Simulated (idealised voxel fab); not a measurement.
The process module that follows is named voxel capacitor over wiring.
Cross-section cut: width 180 nm, square cells of 5 nm.
This document writes a cross-section as a grid whose cells are square, and gives it as bands, listed from the top down; one or more rows of cells form a band.
Band: top height; bottom height; in nm. Then, left to right: material with width in nm, for each material. "everywhere": a single material spanning edge to edge. "empty": empty space.
Measure heights from 0. That's the level where, below it, the as-received wafer is all one material. The lowest band is bottomless and extends downward; write it as in "z 0 and below".
A width given as "30 to 40" starts at the first number in the band's top row and ends at the second number in its bottom row, shifting by an equal amount at every step from row to row.
The designation "nothing was modified", where it is given for a processing step, indicates that no cell of the cross-section was altered in the course of that step.
Heads up: "Cavities, closed" only lists the empty pockets with no open path to the top that are 8 cells or more, and it writes them as width x height at distance, distance from the left edge, in nm.
It should be noted that, on the line of a given step, the content following the step's settings is a remark produced by the simulator itself with respect to that step.
Steps that use a mask can have "overlay nm" on their line. It says how far the mask sat to the right of where it was meant to be. Negative means to the left.
The planned process steps are enumerated hereunder:
step 1: RECEIVE, material Si
step 2: CONFORMAL_DEP, material SiO2, thk nm 15
step 3: CONFORMAL_DEP, material SiN, thk nm 5
step 4: DIRECTIONAL_DEP, material lowk, thk nm 15
step 5: PATTERN, tone open, mask id METAL_1, material resist, width nm 30, pitch nm 85, thk nm 20, overlay nm 0
step 6: DIRECTIONAL_ETCH, etch materials lowk, depth nm 15
step 7: DIRECTIONAL_ETCH, etch materials SiN, depth nm 5
step 8: STRIP, etch materials resist
step 9: CONFORMAL_DEP, material TiN, thk nm 5
step 10: FILL_DEP, material Ru, thk nm 10
step 11: CMP, height nm 35
step 12: CONFORMAL_DEP, material SiCN, thk nm 5
step 13: DIRECTIONAL_DEP, material lowk, thk nm 15
step 14: DIRECTIONAL_DEP, material aC, thk nm 10
step 15: PATTERN, tone open, mask id PLUG_1, material resist, width nm 15, thk nm 25, overlay nm 0
step 16: DIRECTIONAL_ETCH, etch materials aC, depth nm 10
step 17: STRIP, etch materials resist
step 18: DIRECTIONAL_ETCH, etch materials lowk, depth nm 15
step 19: DIRECTIONAL_ETCH, etch materials SiCN, depth nm 5
step 20: STRIP, etch materials aC
step 21: CONFORMAL_DEP, material TiN, thk nm 5
step 22: FILL_DEP, material W, thk nm 10
step 23: CMP, height nm 55
step 24: DIRECTIONAL_DEP, material TiN, thk nm 5
step 25: DIRECTIONAL_DEP, material Al2O3, thk nm 5
step 26: DIRECTIONAL_DEP, material TiN, thk nm 10
step 27: PATTERN, tone cover, mask id UPPER_PLATE, material resist, width nm 60, thk nm 15, overlay nm 0
step 28: DIRECTIONAL_ETCH, etch materials TiN, depth nm 10
step 29: DIRECTIONAL_ETCH, etch materials Al2O3, depth nm 5
step 30: STRIP, etch materials resist
step 31: MASKED_ETCH, tone cover, mask id LOWER_PLATE, width nm 70, etch materials TiN, depth nm 5, overlay nm 0
step 32: FILL_DEP, material SiO2, thk nm 20
step 33: CMP, height nm 90
step 34: MASKED_ETCH, tone open, mask id PLUG_2, width nm 15, etch materials SiO2, depth nm 15, overlay nm 0
step 35: CONFORMAL_DEP, material TiN, thk nm 5
step 36: FILL_DEP, material W, thk nm 10
step 37: CMP, height nm 90
step 38: CONFORMAL_DEP, material SiN, thk nm 5
First of two wafers - as planned:
Wafer as received: cross-section following step 1:
  z 0 and below  Si everywhere
  Cavities, closed: none
Cross-section through the wafer, step 2 finished:
  z 15 to 0  SiO2 everywhere
  Below 0, no change.
Cross-section through the wafer, step 3 finished:
  z 20 to 15  SiN everywhere
  Below 15, no change.
Cross-section through the wafer, step 4 finished:
  z 35 to 20  lowk everywhere
  Below 20, no change.
Cross-section through the wafer, step 5 finished:
  z 55 to 35  resist: 30 | empty: 30 | resist: 55 | empty: 30 | resist: 35
  Below 35, no change.
Cross-section through the wafer, step 6 finished:
  z 55 to 35  resist: 30 | empty: 30 | resist: 55 | empty: 30 | resist: 35
  z 35 to 20  lowk: 30 | empty: 30 | lowk: 55 | empty: 30 | lowk: 35
  Below 20, no change.
Cross-section through the wafer, step 7 finished:
  z 55 to 35  resist: 30 | empty: 30 | resist: 55 | empty: 30 | resist: 35
  z 35 to 20  lowk: 30 | empty: 30 | lowk: 55 | empty: 30 | lowk: 35
  z 20 to 15  SiN: 30 | empty: 30 | SiN: 55 | empty: 30 | SiN: 35
  Below 15, no change.
Cross-section through the wafer, step 8 finished:
  z 35 to 20  lowk: 30 | empty: 30 | lowk: 55 | empty: 30 | lowk: 35
  Below 20, no change.
Cross-section through the wafer, step 9 finished:
  z 40 to 35  TiN: 35 | empty: 20 | TiN: 65 | empty: 20 | TiN: 40
  z 35 to 20  lowk: 30 | TiN: 5 | empty: 20 | TiN: 5 | lowk: 55 | TiN: 5 | empty: 20 | TiN: 5 | lowk: 35
  z 20 to 15  SiN: 30 | TiN: 30 | SiN: 55 | TiN: 30 | SiN: 35
  Below 15, no change.
Cross-section through the wafer, step 10 finished:
  z 50 to 40  Ru everywhere
  z 40 to 35  TiN: 35 | Ru: 20 | TiN: 65 | Ru: 20 | TiN: 40
  z 35 to 20  lowk: 30 | TiN: 5 | Ru: 20 | TiN: 5 | lowk: 55 | TiN: 5 | Ru: 20 | TiN: 5 | lowk: 35
  Below 20, no change.
Cross-section through the wafer, step 11 finished:
  z 35 to 20  lowk: 30 | TiN: 5 | Ru: 20 | TiN: 5 | lowk: 55 | TiN: 5 | Ru: 20 | TiN: 5 | lowk: 35
  Below 20, no change.
Cross-section through the wafer, step 12 finished:
  z 40 to 35  SiCN everywhere
  Below 35, no change.
Cross-section through the wafer, step 13 finished:
  z 55 to 40  lowk everywhere
  Below 40, no change.
Cross-section through the wafer, step 14 finished:
  z 65 to 55  aC everywhere
  Below 55, no change.
Cross-section through the wafer, step 15 finished:
  z 90 to 65  resist: 45 | empty: 15 | resist: 120
  Below 65, no change.
Cross-section through the wafer, step 16 finished:
  z 80 to 65  resist: 45 | empty: 15 | resist: 120
  z 65 to 55  aC: 45 | empty: 15 | aC: 120
  Below 55, no change.
Cross-section through the wafer, step 17 finished:
  z 65 to 55  aC: 45 | empty: 15 | aC: 120
  Below 55, no change.
Cross-section through the wafer, step 18 finished:
  z 65 to 55  aC: 45 | empty: 15 | aC: 120
  z 55 to 40  lowk: 45 | empty: 15 | lowk: 120
  Below 40, no change.
Cross-section through the wafer, step 19 finished:
  z 65 to 55  aC: 45 | empty: 15 | aC: 120
  z 55 to 40  lowk: 45 | empty: 15 | lowk: 120
  z 40 to 35  SiCN: 45 | empty: 15 | SiCN: 120
  Below 35, no change.
Cross-section through the wafer, step 20 finished:
  z 55 to 40  lowk: 45 | empty: 15 | lowk: 120
  Below 40, no change.
Cross-section through the wafer, step 21 finished:
  z 60 to 55  TiN: 50 | empty: 5 | TiN: 125
  z 55 to 40  lowk: 45 | TiN: 5 | empty: 5 | TiN: 5 | lowk: 120
  z 40 to 35  SiCN: 45 | TiN: 15 | SiCN: 120
  Below 35, no change.
Cross-section through the wafer, step 22 finished:
  z 70 to 60  W everywhere
  z 60 to 55  TiN: 50 | W: 5 | TiN: 125
  z 55 to 40  lowk: 45 | TiN: 5 | W: 5 | TiN: 5 | lowk: 120
  Below 40, no change.
Cross-section through the wafer, step 23 finished:
  z 55 to 40  lowk: 45 | TiN: 5 | W: 5 | TiN: 5 | lowk: 120
  Below 40, no change.
Cross-section through the wafer, step 24 finished:
  z 60 to 55  TiN everywhere
  Below 55, no change.
Cross-section through the wafer, step 25 finished:
  z 65 to 60  Al2O3 everywhere
  Below 60, no change.
Cross-section through the wafer, step 26 finished:
  z 75 to 65  TiN everywhere
  Below 65, no change.
Cross-section through the wafer, step 27 finished:
  z 90 to 75  empty: 45 | resist: 60 | empty: 75
  Below 75, no change.
Cross-section through the wafer, step 28 finished:
  z 90 to 75  empty: 45 | resist: 60 | empty: 75
  z 75 to 65  empty: 45 | TiN: 60 | empty: 75
  Below 65, no change.
Cross-section through the wafer, step 29 finished:
  z 90 to 75  empty: 45 | resist: 60 | empty: 75
  z 75 to 65  empty: 45 | TiN: 60 | empty: 75
  z 65 to 60  empty: 45 | Al2O3: 60 | empty: 75
  Below 60, no change.
Cross-section through the wafer, step 30 finished:
  z 75 to 65  empty: 45 | TiN: 60 | empty: 75
  Below 65, no change.
Cross-section through the wafer, step 31 finished:
  z 75 to 65  empty: 45 | TiN: 60 | empty: 75
  z 65 to 60  empty: 45 | Al2O3: 60 | empty: 75
  z 60 to 55  empty: 40 | TiN: 70 | empty: 70
  Below 55, no change.
Cross-section through the wafer, step 32 finished:
  z 95 to 75  SiO2 everywhere
  z 75 to 65  SiO2: 45 | TiN: 60 | SiO2: 75
  z 65 to 60  SiO2: 45 | Al2O3: 60 | SiO2: 75
  z 60 to 55  SiO2: 40 | TiN: 70 | SiO2: 70
  Below 55, no change.
Cross-section through the wafer, step 33 finished:
  z 90 to 75  SiO2 everywhere
  Below 75, no change.
Cross-section through the wafer, step 34 finished:
  z 90 to 75  SiO2: 55 | empty: 15 | SiO2: 110
  Below 75, no change.
Cross-section through the wafer, step 35 finished:
  z 95 to 90  TiN: 60 | empty: 5 | TiN: 115
  z 90 to 80  SiO2: 55 | TiN: 5 | empty: 5 | TiN: 5 | SiO2: 110
  z 80 to 75  SiO2: 55 | TiN: 15 | SiO2: 110
  Below 75, no change.
Cross-section through the wafer, step 36 finished:
  z 105 to 95  W everywhere
  z 95 to 90  TiN: 60 | W: 5 | TiN: 115
  z 90 to 80  SiO2: 55 | TiN: 5 | W: 5 | TiN: 5 | SiO2: 110
  Below 80, no change.
Cross-section through the wafer, step 37 finished:
  z 90 to 80  SiO2: 55 | TiN: 5 | W: 5 | TiN: 5 | SiO2: 110
  Below 80, no change.
Cross-section through the wafer, step 38 finished:
  z 95 to 90  SiN everywhere
  Below 90, no change.
Wafer two of the pair: same origin, same plan, one error during the run; identical to wafer one up to and including step 24:
The second wafer in cross-section, at the planned close of step 25:
  z 70 to 55  TiN everywhere
  Below 55, no change.
The second wafer in cross-section, at the planned close of step 26:
  z 75 to 70  Al2O3 everywhere
  Below 70, no change.
The second wafer in cross-section, at the planned close of step 27:
  z 90 to 75  empty: 45 | resist: 60 | empty: 75
  Below 75, no change.
The second wafer in cross-section, at the planned close of step 28: nothing was modified
The second wafer in cross-section, at the planned close of step 29:
  z 90 to 75  empty: 45 | resist: 60 | empty: 75
  z 75 to 70  empty: 45 | Al2O3: 60 | empty: 75
  Below 70, no change.
The second wafer in cross-section, at the planned close of step 30:
  z 75 to 70  empty: 45 | Al2O3: 60 | empty: 75
  Below 70, no change.
The second wafer in cross-section, at the planned close of step 31:
  z 75 to 70  empty: 45 | Al2O3: 60 | empty: 75
  z 70 to 65  empty: 40 | TiN: 70 | empty: 70
  Below 65, no change.
The second wafer in cross-section, at the planned close of step 32:
  z 95 to 75  SiO2 everywhere
  z 75 to 70  SiO2: 45 | Al2O3: 60 | SiO2: 75
  z 70 to 65  SiO2: 40 | TiN: 70 | SiO2: 70
  Below 65, no change.
The second wafer in cross-section, at the planned close of step 33:
  z 90 to 75  SiO2 everywhere
  Below 75, no change.
The second wafer in cross-section, at the planned close of step 34:
  z 90 to 75  SiO2: 55 | empty: 15 | SiO2: 110
  Below 75, no change.
The second wafer in cross-section, at the planned close of step 35:
  z 95 to 90  TiN: 60 | empty: 5 | TiN: 115
  z 90 to 80  SiO2: 55 | TiN: 5 | empty: 5 | TiN: 5 | SiO2: 110
  z 80 to 75  SiO2: 55 | TiN: 15 | SiO2: 110
  Below 75, no change.
The second wafer in cross-section, at the planned close of step 36:
  z 105 to 95  W everywhere
  z 95 to 90  TiN: 60 | W: 5 | TiN: 115
  z 90 to 80  SiO2: 55 | TiN: 5 | W: 5 | TiN: 5 | SiO2: 110
  Below 80, no change.
The second wafer in cross-section, at the planned close of step 37:
  z 90 to 80  SiO2: 55 | TiN: 5 | W: 5 | TiN: 5 | SiO2: 110
  Below 80, no change.
The second wafer in cross-section, at the planned close of step 38:
  z 95 to 90  SiN everywhere
  Below 90, no change.
What was the processing mistake? plan vs actual: 25 and 26 interchanged
Looking at both finished wafers in cells, the second ends up ahead of or behind the first on some materials: SiO2 -48 | TiN +48
